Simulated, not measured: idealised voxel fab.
Process module heading - voxel trench capacitor
cross-section cut | 255 nm wide | cells 5 nm
A cross-section is written here as square cells arranged in a grid, and it is given in bands from the top down, each band taking up one or more rows of cells.
The entry gives the band's vertical extent as a top height and a bottom height in nm, then its horizontal make-up as materials from left to right, each with a width in nm. "blank" stands for empty space; a single material marked "all across" fills the band edge to edge.
Measure heights from 0. That's the level where, below it, the as-received wafer is all one material. The lowest band is bottomless and extends downward; write it as in "0..down".
Graded width ("30->40"): value in top row of band = first number; value in bottom row = second number; row-to-row change constant.
The cross-section has no changed cell in any step marked "same as before".
Any empty space of 8 cells or more lacking an open way to the top shows up in "Closed empty spaces" as width x height at distance, distance from the left edge, in nm.
Step line, after settings: the simulator's comment on this step.
Regarding "overlay nm": on a step with a mask, it is the distance the mask lay to the right of its planned place; a negative value places it to the left.
PROCESS STEPS (PLANNED)
| 1 | op RECEIVE | material Si |
| 2 | op CONFORMAL_DEP | material SiN | thk nm 5 |
| 3 | op PATTERN | tone open | mask id TRENCH | material resist | width nm 25 | pitch nm 50 | thk nm 20 | overlay nm 0 |
| 4 | op DIRECTIONAL_ETCH | etch materials SiN | depth nm 5 |
| 5 | op DIRECTIONAL_ETCH | etch materials Si | depth nm 30 |
| 6 | op STRIP | etch materials resist |
| 7 | op CONFORMAL_DEP | material HfO2 | thk nm 5 |
| 8 | op CONFORMAL_DEP | material TiN | thk nm 5 |
| 9 | op FILL_DEP | material W | thk nm 10 |
| 10 | op CMP | height nm 5 |
FIRST OF TWO WAFERS, PROCESSED ACCORDING TO PLAN
AS RECEIVED (POST STEP 1): CROSS-SECTION
* 0..down | Si all across
* Closed empty spaces: none
UPON COMPLETION OF STEP 2, THE WAFER APPEARS IN CROSS-SECTION AS SHOWN
* 5..0 | SiN all across
* Rest of section, below 0: as before.
UPON COMPLETION OF STEP 3, THE WAFER APPEARS IN CROSS-SECTION AS SHOWN
* 25..5 | 65 of resist / 25 of blank / 25 of resist / 25 of blank / 25 of resist / 25 of blank / 65 of resist
* Rest of section, below 5: as before.
UPON COMPLETION OF STEP 4, THE WAFER APPEARS IN CROSS-SECTION AS SHOWN
* 25..5 | 65 of resist / 25 of blank / 25 of resist / 25 of blank / 25 of resist / 25 of blank / 65 of resist
* 5..0 | 65 of SiN / 25 of blank / 25 of SiN / 25 of blank / 25 of SiN / 25 of blank / 65 of SiN
* Rest of section, below 0: as before.
UPON COMPLETION OF STEP 5, THE WAFER APPEARS IN CROSS-SECTION AS SHOWN
* 25..5 | 65 of resist / 25 of blank / 25 of resist / 25 of blank / 25 of resist / 25 of blank / 65 of resist
* 5..0 | 65 of SiN / 25 of blank / 25 of SiN / 25 of blank / 25 of SiN / 25 of blank / 65 of SiN
* 0..-30 | 65 of Si / 25 of blank / 25 of Si / 25 of blank / 25 of Si / 25 of blank / 65 of Si
* Rest of section, below -30: as before.
UPON COMPLETION OF STEP 6, THE WAFER APPEARS IN CROSS-SECTION AS SHOWN
* 5..0 | 65 of SiN / 25 of blank / 25 of SiN / 25 of blank / 25 of SiN / 25 of blank / 65 of SiN
* Rest of section, below 0: as before.
UPON COMPLETION OF STEP 7, THE WAFER APPEARS IN CROSS-SECTION AS SHOWN
* 10..5 | 70 of HfO2 / 15 of blank / 35 of HfO2 / 15 of blank / 35 of HfO2 / 15 of blank / 70 of HfO2
* 5..0 | 65 of SiN / 5 of HfO2 / 15 of blank / 5 of HfO2 / 25 of SiN / 5 of HfO2 / 15 of blank / 5 of HfO2 / 25 of SiN / 5 of HfO2 / 15 of blank / 5 of HfO2 / 65 of SiN
* 0..-25 | 65 of Si / 5 of HfO2 / 15 of blank / 5 of HfO2 / 25 of Si / 5 of HfO2 / 15 of blank / 5 of HfO2 / 25 of Si / 5 of HfO2 / 15 of blank / 5 of HfO2 / 65 of Si
* -25..-30 | 65 of Si / 25 of HfO2 / 25 of Si / 25 of HfO2 / 25 of Si / 25 of HfO2 / 65 of Si
* Rest of section, below -30: as before.
UPON COMPLETION OF STEP 8, THE WAFER APPEARS IN CROSS-SECTION AS SHOWN
* 15..10 | 75 of TiN / 5 of blank / 45 of TiN / 5 of blank / 45 of TiN / 5 of blank / 75 of TiN
* 10..5 | 70 of HfO2 / 5 of TiN / 5 of blank / 5 of TiN / 35 of HfO2 / 5 of TiN / 5 of blank / 5 of TiN / 35 of HfO2 / 5 of TiN / 5 of blank / 5 of TiN / 70 of HfO2
* 5..0 | 65 of SiN / 5 of HfO2 / 5 of TiN / 5 of blank / 5 of TiN / 5 of HfO2 / 25 of SiN / 5 of HfO2 / 5 of TiN / 5 of blank / 5 of TiN / 5 of HfO2 / 25 of SiN / 5 of HfO2 / 5 of TiN / 5 of blank / 5 of TiN / 5 of HfO2 / 65 of SiN
* 0..-20 | 65 of Si / 5 of HfO2 / 5 of TiN / 5 of blank / 5 of TiN / 5 of HfO2 / 25 of Si / 5 of HfO2 / 5 of TiN / 5 of blank / 5 of TiN / 5 of HfO2 / 25 of Si / 5 of HfO2 / 5 of TiN / 5 of blank / 5 of TiN / 5 of HfO2 / 65 of Si
* -20..-25 | 65 of Si / 5 of HfO2 / 15 of TiN / 5 of HfO2 / 25 of Si / 5 of HfO2 / 15 of TiN / 5 of HfO2 / 25 of Si / 5 of HfO2 / 15 of TiN / 5 of HfO2 / 65 of Si
* Rest of section, below -25: as before.
UPON COMPLETION OF STEP 9, THE WAFER APPEARS IN CROSS-SECTION AS SHOWN
* 25..15 | W all across
* 15..10 | 75 of TiN / 5 of W / 45 of TiN / 5 of W / 45 of TiN / 5 of W / 75 of TiN
* 10..5 | 70 of HfO2 / 5 of TiN / 5 of W / 5 of TiN / 35 of HfO2 / 5 of TiN / 5 of W / 5 of TiN / 35 of HfO2 / 5 of TiN / 5 of W / 5 of TiN / 70 of HfO2
* 5..0 | 65 of SiN / 5 of HfO2 / 5 of TiN / 5 of W / 5 of TiN / 5 of HfO2 / 25 of SiN / 5 of HfO2 / 5 of TiN / 5 of W / 5 of TiN / 5 of HfO2 / 25 of SiN / 5 of HfO2 / 5 of TiN / 5 of W / 5 of TiN / 5 of HfO2 / 65 of SiN
* 0..-20 | 65 of Si / 5 of HfO2 / 5 of TiN / 5 of W / 5 of TiN / 5 of HfO2 / 25 of Si / 5 of HfO2 / 5 of TiN / 5 of W / 5 of TiN / 5 of HfO2 / 25 of Si / 5 of HfO2 / 5 of TiN / 5 of W / 5 of TiN / 5 of HfO2 / 65 of Si
* Rest of section, below -20: as before.
UPON COMPLETION OF STEP 10, THE WAFER APPEARS IN CROSS-SECTION AS SHOWN
* 5..0 | 65 of SiN / 5 of HfO2 / 5 of TiN / 5 of W / 5 of TiN / 5 of HfO2 / 25 of SiN / 5 of HfO2 / 5 of TiN / 5 of W / 5 of TiN / 5 of HfO2 / 25 of SiN / 5 of HfO2 / 5 of TiN / 5 of W / 5 of TiN / 5 of HfO2 / 65 of SiN
* Rest of section, below 0: as before.
OKAY, SECOND WAFER. NOTHING DIFFERENT AT THE START, NOTHING DIFFERENT IN THE PLAN, JUST ONE MISTAKE SOMEWHERE IN THE RUNNING. AS FAR AS STEP 4, COUNTING THAT STEP, IT'S THE FIRST WAFER ALL OVER AGAIN
SECOND WAFER AT THE PLANNED FINISH OF STEP 5, SEEN IN CROSS-SECTION
* 25..5 | 65 of resist / 25 of blank / 25 of resist / 25 of blank / 25 of resist / 25 of blank / 65 of resist
* 5..0 | 65 of SiN / 25 of blank / 25 of SiN / 25 of blank / 25 of SiN / 25 of blank / 65 of SiN
* 0..-60 | 65 of Si / 25 of blank / 25 of Si / 25 of blank / 25 of Si / 25 of blank / 65 of Si
* Rest of section, below -60: as before.
SECOND WAFER AT THE PLANNED FINISH OF STEP 6, SEEN IN CROSS-SECTION
* 5..0 | 65 of SiN / 25 of blank / 25 of SiN / 25 of blank / 25 of SiN / 25 of blank / 65 of SiN
* Rest of section, below 0: as before.
SECOND WAFER AT THE PLANNED FINISH OF STEP 7, SEEN IN CROSS-SECTION
* 10..5 | 70 of HfO2 / 15 of blank / 35 of HfO2 / 15 of blank / 35 of HfO2 / 15 of blank / 70 of HfO2
* 5..0 | 65 of SiN / 5 of HfO2 / 15 of blank / 5 of HfO2 / 25 of SiN / 5 of HfO2 / 15 of blank / 5 of HfO2 / 25 of SiN / 5 of HfO2 / 15 of blank / 5 of HfO2 / 65 of SiN
* 0..-55 | 65 of Si / 5 of HfO2 / 15 of blank / 5 of HfO2 / 25 of Si / 5 of HfO2 / 15 of blank / 5 of HfO2 / 25 of Si / 5 of HfO2 / 15 of blank / 5 of HfO2 / 65 of Si
* -55..-60 | 65 of Si / 25 of HfO2 / 25 of Si / 25 of HfO2 / 25 of Si / 25 of HfO2 / 65 of Si
* Rest of section, below -60: as before.
SECOND WAFER AT THE PLANNED FINISH OF STEP 8, SEEN IN CROSS-SECTION
* 15..10 | 75 of TiN / 5 of blank / 45 of TiN / 5 of blank / 45 of TiN / 5 of blank / 75 of TiN
* 10..5 | 70 of HfO2 / 5 of TiN / 5 of blank / 5 of TiN / 35 of HfO2 / 5 of TiN / 5 of blank / 5 of TiN / 35 of HfO2 / 5 of TiN / 5 of blank / 5 of TiN / 70 of HfO2
* 5..0 | 65 of SiN / 5 of HfO2 / 5 of TiN / 5 of blank / 5 of TiN / 5 of HfO2 / 25 of SiN / 5 of HfO2 / 5 of TiN / 5 of blank / 5 of TiN / 5 of HfO2 / 25 of SiN / 5 of HfO2 / 5 of TiN / 5 of blank / 5 of TiN / 5 of HfO2 / 65 of SiN
* 0..-50 | 65 of Si / 5 of HfO2 / 5 of TiN / 5 of blank / 5 of TiN / 5 of HfO2 / 25 of Si / 5 of HfO2 / 5 of TiN / 5 of blank / 5 of TiN / 5 of HfO2 / 25 of Si / 5 of HfO2 / 5 of TiN / 5 of blank / 5 of TiN / 5 of HfO2 / 65 of Si
* -50..-55 | 65 of Si / 5 of HfO2 / 15 of TiN / 5 of HfO2 / 25 of Si / 5 of HfO2 / 15 of TiN / 5 of HfO2 / 25 of Si / 5 of HfO2 / 15 of TiN / 5 of HfO2 / 65 of Si
* Rest of section, below -55: as before.
SECOND WAFER AT THE PLANNED FINISH OF STEP 9, SEEN IN CROSS-SECTION
* 25..15 | W all across
* 15..10 | 75 of TiN / 5 of W / 45 of TiN / 5 of W / 45 of TiN / 5 of W / 75 of TiN
* 10..5 | 70 of HfO2 / 5 of TiN / 5 of W / 5 of TiN / 35 of HfO2 / 5 of TiN / 5 of W / 5 of TiN / 35 of HfO2 / 5 of TiN / 5 of W / 5 of TiN / 70 of HfO2
* 5..0 | 65 of SiN / 5 of HfO2 / 5 of TiN / 5 of W / 5 of TiN / 5 of HfO2 / 25 of SiN / 5 of HfO2 / 5 of TiN / 5 of W / 5 of TiN / 5 of HfO2 / 25 of SiN / 5 of HfO2 / 5 of TiN / 5 of W / 5 of TiN / 5 of HfO2 / 65 of SiN
* 0..-50 | 65 of Si / 5 of HfO2 / 5 of TiN / 5 of W / 5 of TiN / 5 of HfO2 / 25 of Si / 5 of HfO2 / 5 of TiN / 5 of W / 5 of TiN / 5 of HfO2 / 25 of Si / 5 of HfO2 / 5 of TiN / 5 of W / 5 of TiN / 5 of HfO2 / 65 of Si
* Rest of section, below -50: as before.
SECOND WAFER AT THE PLANNED FINISH OF STEP 10, SEEN IN CROSS-SECTION
* 5..0 | 65 of SiN / 5 of HfO2 / 5 of TiN / 5 of W / 5 of TiN / 5 of HfO2 / 25 of SiN / 5 of HfO2 / 5 of TiN / 5 of W / 5 of TiN / 5 of HfO2 / 25 of SiN / 5 of HfO2 / 5 of TiN / 5 of W / 5 of TiN / 5 of HfO2 / 65 of SiN
* Rest of section, below 0: as before.
Want to know what went wrong? step 5, plan: ran twice
Counted in cells at the end, the second wafer holds more or fewer of these materials than the first: HfO2: 36 more, Si: 90 fewer, TiN: 36 more, W: 18 more
